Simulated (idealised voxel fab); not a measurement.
process module | voxel ribs on slabs
cross-section cut | 190 nm wide | cells 5 nm
A cross-section is a grid of square cells, given in bands from the top down. A band is one or more rows of cells.
Each band's line starts with the height of the band's top and of its bottom, in nm. Then come its materials from left to right, each with its width in nm. One material with "throughout" fills the band from edge to edge. "air" is empty space.
Height 0 is the level under which the wafer as received is all one material. The lowest band goes on downwards, as in "0 down".
A width such as "30 to 40" changes by the same amount from each row of cells to the next, from the band's top row to its bottom row.
"no change" after a step means that no cell of the cross-section changed.
closed voids: empty space of 8 cells or more with no open way to the top, each as width x height at its distance from the left edge, in nm
after a step's settings: what the simulator itself notes on the step
overlay nm, on a step with a mask: how far to the right of its planned place the mask lay; to the left if negative
plan
1 op RECEIVE | material Si
2 op DIRECTIONAL_DEP | material SiO2 | thk nm 25
3 op DIRECTIONAL_DEP | material polySi | thk nm 25
4 op DIRECTIONAL_DEP | material aC | thk nm 15
5 op PATTERN | tone cover | mask id RIB | material resist | width nm 30 | thk nm 35 | overlay nm 0
6 op DIRECTIONAL_ETCH | etch materials aC | depth nm 15
7 op STRIP | etch materials resist
8 op DIRECTIONAL_ETCH | etch materials polySi | depth nm 10
9 op STRIP | etch materials aC
10 op MASKED_ETCH | tone cover | mask id SLAB | width nm 90 | etch materials polySi | depth nm 15 | overlay nm 0
11 op FILL_DEP | material SiO2 | thk nm 20
12 op CMP | height nm 65
13 op DIRECTIONAL_DEP | material W | thk nm 5
14 op PATTERN | tone cover | mask id HEATER | material resist | width nm 40 | thk nm 15 | overlay nm 0
15 op DIRECTIONAL_ETCH | etch materials W | depth nm 5
16 op STRIP | etch materials resist
17 op CONFORMAL_DEP | material SiO2 | thk nm 5
first wafer, as planned
as received, after step 1
  0 down: Si throughout
  closed voids: none
after step 2
  25 to 0: SiO2 throughout
  below 0: unchanged
after step 3
  50 to 25: polySi throughout
  below 25: unchanged
after step 4
  65 to 50: aC throughout
  below 50: unchanged
after step 5
  100 to 65: air 80 | resist 30 | air 80
  below 65: unchanged
after step 6
  85 to 65: air 80 | resist 30 | air 80
  65 to 50: air 80 | aC 30 | air 80
  below 50: unchanged
after step 7
  65 to 50: air 80 | aC 30 | air 80
  below 50: unchanged
after step 8
  65 to 50: air 80 | aC 30 | air 80
  50 to 40: air 80 | polySi 30 | air 80
  below 40: unchanged
after step 9
  50 to 40: air 80 | polySi 30 | air 80
  below 40: unchanged
after step 10
  50 to 40: air 80 | polySi 30 | air 80
  40 to 25: air 50 | polySi 90 | air 50
  below 25: unchanged
after step 11
  70 to 50: SiO2 throughout
  50 to 40: SiO2 80 | polySi 30 | SiO2 80
  40 to 25: SiO2 50 | polySi 90 | SiO2 50
  below 25: unchanged
after step 12
  65 to 50: SiO2 throughout
  below 50: unchanged
after step 13
  70 to 65: W throughout
  below 65: unchanged
after step 14
  85 to 70: air 75 | resist 40 | air 75
  below 70: unchanged
after step 15
  85 to 70: air 75 | resist 40 | air 75
  70 to 65: air 75 | W 40 | air 75
  below 65: unchanged
after step 16
  70 to 65: air 75 | W 40 | air 75
  below 65: unchanged
after step 17
  75 to 70: air 70 | SiO2 50 | air 70
  70 to 65: SiO2 75 | W 40 | SiO2 75
  below 65: unchanged
second wafer: like start, like plan, one mistake. Through step 1 it matches the first wafer
when step 2 should have ended
  50 to 0: SiO2 throughout
  below 0: unchanged
when step 3 should have ended
  75 to 50: polySi throughout
  below 50: unchanged
when step 4 should have ended
  90 to 75: aC throughout
  below 75: unchanged
when step 5 should have ended
  125 to 90: air 80 | resist 30 | air 80
  below 90: unchanged
when step 6 should have ended
  110 to 90: air 80 | resist 30 | air 80
  90 to 75: air 80 | aC 30 | air 80
  below 75: unchanged
when step 7 should have ended
  90 to 75: air 80 | aC 30 | air 80
  below 75: unchanged
when step 8 should have ended
  90 to 75: air 80 | aC 30 | air 80
  75 to 65: air 80 | polySi 30 | air 80
  below 65: unchanged
when step 9 should have ended
  75 to 65: air 80 | polySi 30 | air 80
  below 65: unchanged
when step 10 should have ended
  75 to 65: air 80 | polySi 30 | air 80
  65 to 50: air 50 | polySi 90 | air 50
  below 50: unchanged
when step 11 should have ended
  95 to 75: SiO2 throughout
  75 to 65: SiO2 80 | polySi 30 | SiO2 80
  65 to 50: SiO2 50 | polySi 90 | SiO2 50
  below 50: unchanged
when step 12 should have ended
  65 to 50: SiO2 50 | polySi 90 | SiO2 50
  below 50: unchanged
when step 13 should have ended
  70 to 65: W throughout
  below 65: unchanged
when step 14 should have ended
  85 to 70: air 75 | resist 40 | air 75
  below 70: unchanged
when step 15 should have ended
  85 to 70: air 75 | resist 40 | air 75
  70 to 65: air 75 | W 40 | air 75
  below 65: unchanged
when step 16 should have ended
  70 to 65: air 75 | W 40 | air 75
  below 65: unchanged
when step 17 should have ended
  75 to 70: air 70 | SiO2 50 | air 70
  70 to 65: SiO2 75 | W 40 | SiO2 75
  below 65: unchanged
what went wrong: step 2 was run twice
at the end the second wafer has, in cells: 12 more of SiO2 | 12 fewer of polySi
